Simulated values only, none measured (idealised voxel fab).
Proc. module: voxel capacitor over wiring
The figure presents cross-section cut, which has a width of 190 nm and is divided into square cells with an edge length of 5 nm.
Cross-sections here: square-cell grids, written as top-down lists of bands, a band being one or more rows of cells.
Heads up on the band format: heights come first, top then bottom, in nm. After that it's the materials left to right, each with its width in nm. A single material flagged "throughout" fills the whole band edge to edge, and "air" means there's empty space there.
Below 0: as-received wafer, all one material; heights counted from there. Lowest band: no bottom, goes on down, written "top 0, no bottom".
Width spec "30->40" -> top row of cells at first value, bottom row at second value, equal per-row change in between.
A step reported as "nothing different" is a step in which no cell of the cross-section changed.
The entry "Enclosed void inventory" lists the empty spaces that cover at least 8 cells and have no open path to the top. Each is written as width x height at distance, where the distance is measured from the left edge and all three values are in nm.
Whatever follows a step's settings on its line is a remark the simulator itself makes about that step.
Each step line may optionally specify "overlay nm", which for a step with a mask gives the rightward distance between the mask's planned place and where it lay, a negative value indicating the leftward direction.
### Planned step list for the process
| 1 | RECEIVE [material Si] |
| 2 | CONFORMAL_DEP [material SiO2] [thk nm 15] |
| 3 | DIRECTIONAL_DEP [material TiN] [thk nm 5] |
| 4 | DIRECTIONAL_DEP [material Ru] [thk nm 15] |
| 5 | PATTERN [tone cover] [mask id METAL_1] [material resist] [width nm 30] [pitch nm 95] [thk nm 20] [overlay nm 0] |
| 6 | DIRECTIONAL_ETCH [etch materials Ru] [depth nm 15] |
| 7 | DIRECTIONAL_ETCH [etch materials TiN] [depth nm 5] |
| 8 | STRIP [etch materials resist] |
| 9 | FILL_DEP [material lowk] [thk nm 5] |
| 10 | CMP [height nm 35] |
| 11 | CONFORMAL_DEP [material SiCN] [thk nm 5] |
| 12 | DIRECTIONAL_DEP [material SiO2] [thk nm 20] |
| 13 | DIRECTIONAL_DEP [material aC] [thk nm 10] |
| 14 | PATTERN [tone open] [mask id PLUG_1] [material resist] [width nm 15] [thk nm 25] [overlay nm 0] |
| 15 | DIRECTIONAL_ETCH [etch materials aC] [depth nm 10] |
| 16 | STRIP [etch materials resist] |
| 17 | DIRECTIONAL_ETCH [etch materials SiO2] [depth nm 20] |
| 18 | DIRECTIONAL_ETCH [etch materials SiCN] [depth nm 5] |
| 19 | STRIP [etch materials aC] |
| 20 | EPI [material Ru] [thk nm 10] |
| 21 | EPI [material Ru] [thk nm 10] |
| 22 | EPI [material Ru] [thk nm 5] |
| 23 | DIRECTIONAL_DEP [material TiN] [thk nm 5] |
| 24 | DIRECTIONAL_DEP [material Al2O3] [thk nm 5] |
| 25 | DIRECTIONAL_DEP [material TiN] [thk nm 10] |
| 26 | DIRECTIONAL_DEP [material aC] [thk nm 10] |
| 27 | PATTERN [tone cover] [mask id UPPER_PLATE] [material resist] [width nm 70] [thk nm 25] [overlay nm 0] |
| 28 | DIRECTIONAL_ETCH [etch materials aC] [depth nm 10] |
| 29 | STRIP [etch materials resist] |
| 30 | DIRECTIONAL_ETCH [etch materials TiN] [depth nm 10] |
| 31 | DIRECTIONAL_ETCH [etch materials Al2O3] [depth nm 5] |
| 32 | STRIP [etch materials aC] |
| 33 | DIRECTIONAL_DEP [material aC] [thk nm 15] |
| 34 | PATTERN [tone cover] [mask id LOWER_PLATE] [material resist] [width nm 80] [thk nm 35] [overlay nm 0] |
| 35 | DIRECTIONAL_ETCH [etch materials aC] [depth nm 15] |
| 36 | STRIP [etch materials resist] |
| 37 | DIRECTIONAL_ETCH [etch materials TiN] [depth nm 5] |
| 38 | STRIP [etch materials aC] |
| 39 | FILL_DEP [material SiO2] [thk nm 15] |
| 40 | CMP [height nm 90] |
| 41 | MASKED_ETCH [tone open] [mask id PLUG_2] [width nm 15] [etch materials SiO2] [depth nm 10] [overlay nm 0] |
| 42 | CONFORMAL_DEP [material TiN] [thk nm 5] |
| 43 | FILL_DEP [material W] [thk nm 10] |
| 44 | CMP [height nm 90] |
| 45 | CONFORMAL_DEP [material SiCN] [thk nm 5] |
### What follows covers the first of two wafers; it ran as planned
### Received-state cross-section, reflecting completion of step 1
- top 0, no bottom: Si throughout
- Enclosed void inventory: none
### Cross-section: wafer state after step 2
- top 15, bottom 0: SiO2 throughout
- Everything below 0 is unchanged.
### Cross-section: wafer state after step 3
- top 20, bottom 15: TiN throughout
- Everything below 15 is unchanged.
### Cross-section: wafer state after step 4
- top 35, bottom 20: Ru throughout
- Everything below 20 is unchanged.
### Cross-section: wafer state after step 5
- top 55, bottom 35: air 30 nm; resist 30 nm; air 65 nm; resist 30 nm; air 35 nm
- Everything below 35 is unchanged.
### Cross-section: wafer state after step 6
- top 55, bottom 35: air 30 nm; resist 30 nm; air 65 nm; resist 30 nm; air 35 nm
- top 35, bottom 20: air 30 nm; Ru 30 nm; air 65 nm; Ru 30 nm; air 35 nm
- Everything below 20 is unchanged.
### Cross-section: wafer state after step 7
- top 55, bottom 35: air 30 nm; resist 30 nm; air 65 nm; resist 30 nm; air 35 nm
- top 35, bottom 20: air 30 nm; Ru 30 nm; air 65 nm; Ru 30 nm; air 35 nm
- top 20, bottom 15: air 30 nm; TiN 30 nm; air 65 nm; TiN 30 nm; air 35 nm
- Everything below 15 is unchanged.
### Cross-section: wafer state after step 8
- top 35, bottom 20: air 30 nm; Ru 30 nm; air 65 nm; Ru 30 nm; air 35 nm
- Everything below 20 is unchanged.
### Cross-section: wafer state after step 9
- top 40, bottom 35: lowk throughout
- top 35, bottom 20: lowk 30 nm; Ru 30 nm; lowk 65 nm; Ru 30 nm; lowk 35 nm
- top 20, bottom 15: lowk 30 nm; TiN 30 nm; lowk 65 nm; TiN 30 nm; lowk 35 nm
- Everything below 15 is unchanged.
### Cross-section: wafer state after step 10
- top 35, bottom 20: lowk 30 nm; Ru 30 nm; lowk 65 nm; Ru 30 nm; lowk 35 nm
- Everything below 20 is unchanged.
### Cross-section: wafer state after step 11
- top 40, bottom 35: SiCN throughout
- Everything below 35 is unchanged.
### Cross-section: wafer state after step 12
- top 60, bottom 40: SiO2 throughout
- Everything below 40 is unchanged.
### Cross-section: wafer state after step 13
- top 70, bottom 60: aC throughout
- Everything below 60 is unchanged.
### Cross-section: wafer state after step 14
- top 95, bottom 70: resist 45 nm; air 15 nm; resist 130 nm
- Everything below 70 is unchanged.
### Cross-section: wafer state after step 15
- top 85, bottom 70: resist 45 nm; air 15 nm; resist 130 nm
- top 70, bottom 60: aC 45 nm; air 15 nm; aC 130 nm
- Everything below 60 is unchanged.
### Cross-section: wafer state after step 16
- top 70, bottom 60: aC 45 nm; air 15 nm; aC 130 nm
- Everything below 60 is unchanged.
### Cross-section: wafer state after step 17
- top 70, bottom 60: aC 45 nm; air 15 nm; aC 130 nm
- top 60, bottom 40: SiO2 45 nm; air 15 nm; SiO2 130 nm
- Everything below 40 is unchanged.
### Cross-section: wafer state after step 18
- top 70, bottom 60: aC 45 nm; air 15 nm; aC 130 nm
- top 60, bottom 40: SiO2 45 nm; air 15 nm; SiO2 130 nm
- top 40, bottom 35: SiCN 45 nm; air 15 nm; SiCN 130 nm
- Everything below 35 is unchanged.
### Cross-section: wafer state after step 19
- top 60, bottom 40: SiO2 45 nm; air 15 nm; SiO2 130 nm
- Everything below 40 is unchanged.
### Cross-section: wafer state after step 20
- top 60, bottom 45: SiO2 45 nm; air 15 nm; SiO2 130 nm
- top 45, bottom 40: SiO2 45 nm; Ru 15 nm; SiO2 130 nm
- top 40, bottom 35: SiCN 45 nm; Ru 15 nm; SiCN 130 nm
- Everything below 35 is unchanged.
### Cross-section: wafer state after step 21
- top 60, bottom 55: SiO2 45 nm; air 15 nm; SiO2 130 nm
- top 55, bottom 40: SiO2 45 nm; Ru 15 nm; SiO2 130 nm
- Everything below 40 is unchanged.
### Cross-section: wafer state after step 22
- top 60, bottom 40: SiO2 45 nm; Ru 15 nm; SiO2 130 nm
- Everything below 40 is unchanged.
### Cross-section: wafer state after step 23
- top 65, bottom 60: TiN throughout
- Everything below 60 is unchanged.
### Cross-section: wafer state after step 24
- top 70, bottom 65: Al2O3 throughout
- Everything below 65 is unchanged.
### Cross-section: wafer state after step 25
- top 80, bottom 70: TiN throughout
- Everything below 70 is unchanged.
### Cross-section: wafer state after step 26
- top 90, bottom 80: aC throughout
- Everything below 80 is unchanged.
### Cross-section: wafer state after step 27
- top 115, bottom 90: air 45 nm; resist 70 nm; air 75 nm
- Everything below 90 is unchanged.
### Cross-section: wafer state after step 28
- top 105, bottom 90: air 45 nm; resist 70 nm; air 75 nm
- top 90, bottom 80: air 45 nm; aC 70 nm; air 75 nm
- Everything below 80 is unchanged.
### Cross-section: wafer state after step 29
- top 90, bottom 80: air 45 nm; aC 70 nm; air 75 nm
- Everything below 80 is unchanged.
### Cross-section: wafer state after step 30
- top 90, bottom 80: air 45 nm; aC 70 nm; air 75 nm
- top 80, bottom 70: air 45 nm; TiN 70 nm; air 75 nm
- Everything below 70 is unchanged.
### Cross-section: wafer state after step 31
- top 90, bottom 80: air 45 nm; aC 70 nm; air 75 nm
- top 80, bottom 70: air 45 nm; TiN 70 nm; air 75 nm
- top 70, bottom 65: air 45 nm; Al2O3 70 nm; air 75 nm
- Everything below 65 is unchanged.
### Cross-section: wafer state after step 32
- top 80, bottom 70: air 45 nm; TiN 70 nm; air 75 nm
- Everything below 70 is unchanged.
### Cross-section: wafer state after step 33
- top 95, bottom 80: air 45 nm; aC 70 nm; air 75 nm
- top 80, bottom 70: aC 45 nm; TiN 70 nm; aC 75 nm
- top 70, bottom 65: aC 45 nm; Al2O3 70 nm; aC 75 nm
- Everything below 65 is unchanged.
### Cross-section: wafer state after step 34
- top 130, bottom 95: air 40 nm; resist 80 nm; air 70 nm
- top 95, bottom 80: air 40 nm; resist 5 nm; aC 70 nm; resist 5 nm; air 70 nm
- Everything below 80 is unchanged.
### Cross-section: wafer state after step 35
- top 115, bottom 95: air 40 nm; resist 80 nm; air 70 nm
- top 95, bottom 80: air 40 nm; resist 5 nm; aC 70 nm; resist 5 nm; air 70 nm
- top 80, bottom 70: air 40 nm; aC 5 nm; TiN 70 nm; aC 5 nm; air 70 nm
- top 70, bottom 65: air 40 nm; aC 5 nm; Al2O3 70 nm; aC 5 nm; air 70 nm
- Everything below 65 is unchanged.
### Cross-section: wafer state after step 36
- top 95, bottom 80: air 45 nm; aC 70 nm; air 75 nm
- Everything below 80 is unchanged.
### Cross-section: wafer state after step 37
- top 95, bottom 80: air 45 nm; aC 70 nm; air 75 nm
- top 80, bottom 70: air 40 nm; aC 5 nm; TiN 70 nm; aC 5 nm; air 70 nm
- top 70, bottom 65: air 40 nm; aC 5 nm; Al2O3 70 nm; aC 5 nm; air 70 nm
- top 65, bottom 60: air 40 nm; TiN 80 nm; air 70 nm
- Everything below 60 is unchanged.
### Cross-section: wafer state after step 38
- top 80, bottom 70: air 45 nm; TiN 70 nm; air 75 nm
- top 70, bottom 65: air 45 nm; Al2O3 70 nm; air 75 nm
- Everything below 65 is unchanged.
### Cross-section: wafer state after step 39
- top 95, bottom 80: SiO2 throughout
- top 80, bottom 70: SiO2 45 nm; TiN 70 nm; SiO2 75 nm
- top 70, bottom 65: SiO2 45 nm; Al2O3 70 nm; SiO2 75 nm
- top 65, bottom 60: SiO2 40 nm; TiN 80 nm; SiO2 70 nm
- Everything below 60 is unchanged.
### Cross-section: wafer state after step 40
- top 90, bottom 80: SiO2 throughout
- Everything below 80 is unchanged.
### Cross-section: wafer state after step 41
- top 90, bottom 80: SiO2 55 nm; air 15 nm; SiO2 120 nm
- Everything below 80 is unchanged.
### Cross-section: wafer state after step 42
- top 95, bottom 90: TiN 60 nm; air 5 nm; TiN 125 nm
- top 90, bottom 85: SiO2 55 nm; TiN 5 nm; air 5 nm; TiN 5 nm; SiO2 120 nm
- top 85, bottom 80: SiO2 55 nm; TiN 15 nm; SiO2 120 nm
- Everything below 80 is unchanged.
### Cross-section: wafer state after step 43
- top 105, bottom 95: W throughout
- top 95, bottom 90: TiN 60 nm; W 5 nm; TiN 125 nm
- top 90, bottom 85: SiO2 55 nm; TiN 5 nm; W 5 nm; TiN 5 nm; SiO2 120 nm
- Everything below 85 is unchanged.
### Cross-section: wafer state after step 44
- top 90, bottom 85: SiO2 55 nm; TiN 5 nm; W 5 nm; TiN 5 nm; SiO2 120 nm
- Everything below 85 is unchanged.
### Cross-section: wafer state after step 45
- top 95, bottom 90: SiCN throughout
- Everything below 90 is unchanged.
### Second wafer, same starting state and plan as the first, one mistake in the run, identical through step 1
### when step 2 should have ended
- top 15, bottom 0: aC throughout
- Everything below 0 is unchanged.
### when step 3 should have ended
- top 20, bottom 15: TiN throughout
- Everything below 15 is unchanged.
### when step 4 should have ended
- top 35, bottom 20: Ru throughout
- Everything below 20 is unchanged.
### when step 5 should have ended
- top 55, bottom 35: air 30 nm; resist 30 nm; air 65 nm; resist 30 nm; air 35 nm
- Everything below 35 is unchanged.
### when step 6 should have ended
- top 55, bottom 35: air 30 nm; resist 30 nm; air 65 nm; resist 30 nm; air 35 nm
- top 35, bottom 20: air 30 nm; Ru 30 nm; air 65 nm; Ru 30 nm; air 35 nm
- Everything below 20 is unchanged.
### when step 7 should have ended
- top 55, bottom 35: air 30 nm; resist 30 nm; air 65 nm; resist 30 nm; air 35 nm
- top 35, bottom 20: air 30 nm; Ru 30 nm; air 65 nm; Ru 30 nm; air 35 nm
- top 20, bottom 15: air 30 nm; TiN 30 nm; air 65 nm; TiN 30 nm; air 35 nm
- Everything below 15 is unchanged.
### when step 8 should have ended
- top 35, bottom 20: air 30 nm; Ru 30 nm; air 65 nm; Ru 30 nm; air 35 nm
- Everything below 20 is unchanged.
### when step 9 should have ended
- top 40, bottom 35: lowk throughout
- top 35, bottom 20: lowk 30 nm; Ru 30 nm; lowk 65 nm; Ru 30 nm; lowk 35 nm
- top 20, bottom 15: lowk 30 nm; TiN 30 nm; lowk 65 nm; TiN 30 nm; lowk 35 nm
- Everything below 15 is unchanged.
### when step 10 should have ended
- top 35, bottom 20: lowk 30 nm; Ru 30 nm; lowk 65 nm; Ru 30 nm; lowk 35 nm
- Everything below 20 is unchanged.
### when step 11 should have ended
- top 40, bottom 35: SiCN throughout
- Everything below 35 is unchanged.
### when step 12 should have ended
- top 60, bottom 40: SiO2 throughout
- Everything below 40 is unchanged.
### when step 13 should have ended
- top 70, bottom 60: aC throughout
- Everything below 60 is unchanged.
### when step 14 should have ended
- top 95, bottom 70: resist 45 nm; air 15 nm; resist 130 nm
- Everything below 70 is unchanged.
### when step 15 should have ended
- top 85, bottom 70: resist 45 nm; air 15 nm; resist 130 nm
- top 70, bottom 60: aC 45 nm; air 15 nm; aC 130 nm
- Everything below 60 is unchanged.
### when step 16 should have ended
- top 70, bottom 60: aC 45 nm; air 15 nm; aC 130 nm
- Everything below 60 is unchanged.
### when step 17 should have ended
- top 70, bottom 60: aC 45 nm; air 15 nm; aC 130 nm
- top 60, bottom 40: SiO2 45 nm; air 15 nm; SiO2 130 nm
- Everything below 40 is unchanged.
### when step 18 should have ended
- top 70, bottom 60: aC 45 nm; air 15 nm; aC 130 nm
- top 60, bottom 40: SiO2 45 nm; air 15 nm; SiO2 130 nm
- top 40, bottom 35: SiCN 45 nm; air 15 nm; SiCN 130 nm
- Everything below 35 is unchanged.
### when step 19 should have ended
- top 60, bottom 40: SiO2 45 nm; air 15 nm; SiO2 130 nm
- Everything below 40 is unchanged.
### when step 20 should have ended
- top 60, bottom 45: SiO2 45 nm; air 15 nm; SiO2 130 nm
- top 45, bottom 40: SiO2 45 nm; Ru 15 nm; SiO2 130 nm
- top 40, bottom 35: SiCN 45 nm; Ru 15 nm; SiCN 130 nm
- Everything below 35 is unchanged.
### when step 21 should have ended
- top 60, bottom 55: SiO2 45 nm; air 15 nm; SiO2 130 nm
- top 55, bottom 40: SiO2 45 nm; Ru 15 nm; SiO2 130 nm
- Everything below 40 is unchanged.
### when step 22 should have ended
- top 60, bottom 40: SiO2 45 nm; Ru 15 nm; SiO2 130 nm
- Everything below 40 is unchanged.
### when step 23 should have ended
- top 65, bottom 60: TiN throughout
- Everything below 60 is unchanged.
### when step 24 should have ended
- top 70, bottom 65: Al2O3 throughout
- Everything below 65 is unchanged.
### when step 25 should have ended
- top 80, bottom 70: TiN throughout
- Everything below 70 is unchanged.
### when step 26 should have ended
- top 90, bottom 80: aC throughout
- Everything below 80 is unchanged.
### when step 27 should have ended
- top 115, bottom 90: air 45 nm; resist 70 nm; air 75 nm
- Everything below 90 is unchanged.
### when step 28 should have ended
- top 105, bottom 90: air 45 nm; resist 70 nm; air 75 nm
- top 90, bottom 80: air 45 nm; aC 70 nm; air 75 nm
- Everything below 80 is unchanged.
### when step 29 should have ended
- top 90, bottom 80: air 45 nm; aC 70 nm; air 75 nm
- Everything below 80 is unchanged.
### when step 30 should have ended
- top 90, bottom 80: air 45 nm; aC 70 nm; air 75 nm
- top 80, bottom 70: air 45 nm; TiN 70 nm; air 75 nm
- Everything below 70 is unchanged.
### when step 31 should have ended
- top 90, bottom 80: air 45 nm; aC 70 nm; air 75 nm
- top 80, bottom 70: air 45 nm; TiN 70 nm; air 75 nm
- top 70, bottom 65: air 45 nm; Al2O3 70 nm; air 75 nm
- Everything below 65 is unchanged.
### when step 32 should have ended
- top 80, bottom 70: air 45 nm; TiN 70 nm; air 75 nm
- Everything below 70 is unchanged.
### when step 33 should have ended
- top 95, bottom 80: air 45 nm; aC 70 nm; air 75 nm
- top 80, bottom 70: aC 45 nm; TiN 70 nm; aC 75 nm
- top 70, bottom 65: aC 45 nm; Al2O3 70 nm; aC 75 nm
- Everything below 65 is unchanged.
### when step 34 should have ended
- top 130, bottom 95: air 40 nm; resist 80 nm; air 70 nm
- top 95, bottom 80: air 40 nm; resist 5 nm; aC 70 nm; resist 5 nm; air 70 nm
- Everything below 80 is unchanged.
### when step 35 should have ended
- top 115, bottom 95: air 40 nm; resist 80 nm; air 70 nm
- top 95, bottom 80: air 40 nm; resist 5 nm; aC 70 nm; resist 5 nm; air 70 nm
- top 80, bottom 70: air 40 nm; aC 5 nm; TiN 70 nm; aC 5 nm; air 70 nm
- top 70, bottom 65: air 40 nm; aC 5 nm; Al2O3 70 nm; aC 5 nm; air 70 nm
- Everything below 65 is unchanged.
### when step 36 should have ended
- top 95, bottom 80: air 45 nm; aC 70 nm; air 75 nm
- Everything below 80 is unchanged.
### when step 37 should have ended
- top 95, bottom 80: air 45 nm; aC 70 nm; air 75 nm
- top 80, bottom 70: air 40 nm; aC 5 nm; TiN 70 nm; aC 5 nm; air 70 nm
- top 70, bottom 65: air 40 nm; aC 5 nm; Al2O3 70 nm; aC 5 nm; air 70 nm
- top 65, bottom 60: air 40 nm; TiN 80 nm; air 70 nm
- Everything below 60 is unchanged.
### when step 38 should have ended
- top 80, bottom 70: air 45 nm; TiN 70 nm; air 75 nm
- top 70, bottom 65: air 45 nm; Al2O3 70 nm; air 75 nm
- Everything below 65 is unchanged.
### when step 39 should have ended
- top 95, bottom 80: SiO2 throughout
- top 80, bottom 70: SiO2 45 nm; TiN 70 nm; SiO2 75 nm
- top 70, bottom 65: SiO2 45 nm; Al2O3 70 nm; SiO2 75 nm
- top 65, bottom 60: SiO2 40 nm; TiN 80 nm; SiO2 70 nm
- Everything below 60 is unchanged.
### when step 40 should have ended
- top 90, bottom 80: SiO2 throughout
- Everything below 80 is unchanged.
### when step 41 should have ended
- top 90, bottom 80: SiO2 55 nm; air 15 nm; SiO2 120 nm
- Everything below 80 is unchanged.
### when step 42 should have ended
- top 95, bottom 90: TiN 60 nm; air 5 nm; TiN 125 nm
- top 90, bottom 85: SiO2 55 nm; TiN 5 nm; air 5 nm; TiN 5 nm; SiO2 120 nm
- top 85, bottom 80: SiO2 55 nm; TiN 15 nm; SiO2 120 nm
- Everything below 80 is unchanged.
### when step 43 should have ended
- top 105, bottom 95: W throughout
- top 95, bottom 90: TiN 60 nm; W 5 nm; TiN 125 nm
- top 90, bottom 85: SiO2 55 nm; TiN 5 nm; W 5 nm; TiN 5 nm; SiO2 120 nm
- Everything below 85 is unchanged.
### when step 44 should have ended
- top 90, bottom 85: SiO2 55 nm; TiN 5 nm; W 5 nm; TiN 5 nm; SiO2 120 nm
- Everything below 85 is unchanged.
### when step 45 should have ended
- top 95, bottom 90: SiCN throughout
- Everything below 90 is unchanged.
In executing the process, a mistake was made relative to the plan: step 2 did not happen as planned, as run it was CONFORMAL_DEP [material aC] [thk nm 15]
Final wafer comparison in cells, second versus first, more or fewer per material: 114 fewer of SiO2; 114 more of aC
